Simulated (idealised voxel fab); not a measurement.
Process module in this document: voxel local oxidation
This is section cut - it's 175 nm across, gridded in 5 nm square cells.
Reading order for cross-sections: top band down to bottom band. Underlying form: a grid of square cells. Band size: one or more rows of cells. In this notation a band is specified by the heights of its top and bottom, in that order and in nm, after which its materials appear from left to right, each paired with its width in nm. The word "edge to edge" attached to a single material means that material fills the band from edge to edge; the word "blank" stands for empty space. The reference from which all heights are counted is 0, the level beneath which the as-received wafer is entirely one material; the lowest band, having no lower bound, proceeds downward and is written after the example "0..down". The notation "30 to 40" denotes a width that varies across the rows of cells in the band, beginning at the first number in the top row, finishing at the second number in the bottom row, and changing by an identical amount from each row to the next. "no alterations made" (step): cross-section cells unchanged, all of them. In the "Closed void entries" entry, you get each enclosed empty space of 8 cells or more, one with no open way to the top, written width x height at distance, distance from the left edge, in nm. Read whatever lies past the settings on a step's line as the simulator's own remark about the step. overlay nm: mask right of planned place by this much (step with mask). Neg. = left.
-- The process steps that were planned are listed below
1,RECEIVE (material Si)
2,OXIDIZE (depth nm 5)
3,CONFORMAL_DEP (material SiN; thk nm 10)
4,MASKED_ETCH (tone cover; mask id ACTIVE; width nm 115; etch materials SiN; depth nm 10; overlay nm 0)
5,SELECTIVE_ETCH (etch materials SiO2; depth nm 5)
6,OXIDIZE (depth nm 15)
7,STRIP (etch materials SiN)
-- Incoming wafer, cross-sectional view, post step 1
  0..down = Si edge to edge
  Closed void entries: none
-- Post-module cross-section: identical start and plan to those above, one misstep in execution
  0..-5 = SiO2 (25); blank (125); SiO2 (25)
  -5..-20 = Si (10); SiO2 (155); Si (10)
  -20..down = Si edge to edge
  Closed void entries: none
Deviation from plan: heads up, step 4 didn't go per plan, it actually ran as MASKED_ETCH (tone open; mask id ACTIVE; width nm 115; etch materials SiN; depth nm 10; overlay nm 0)
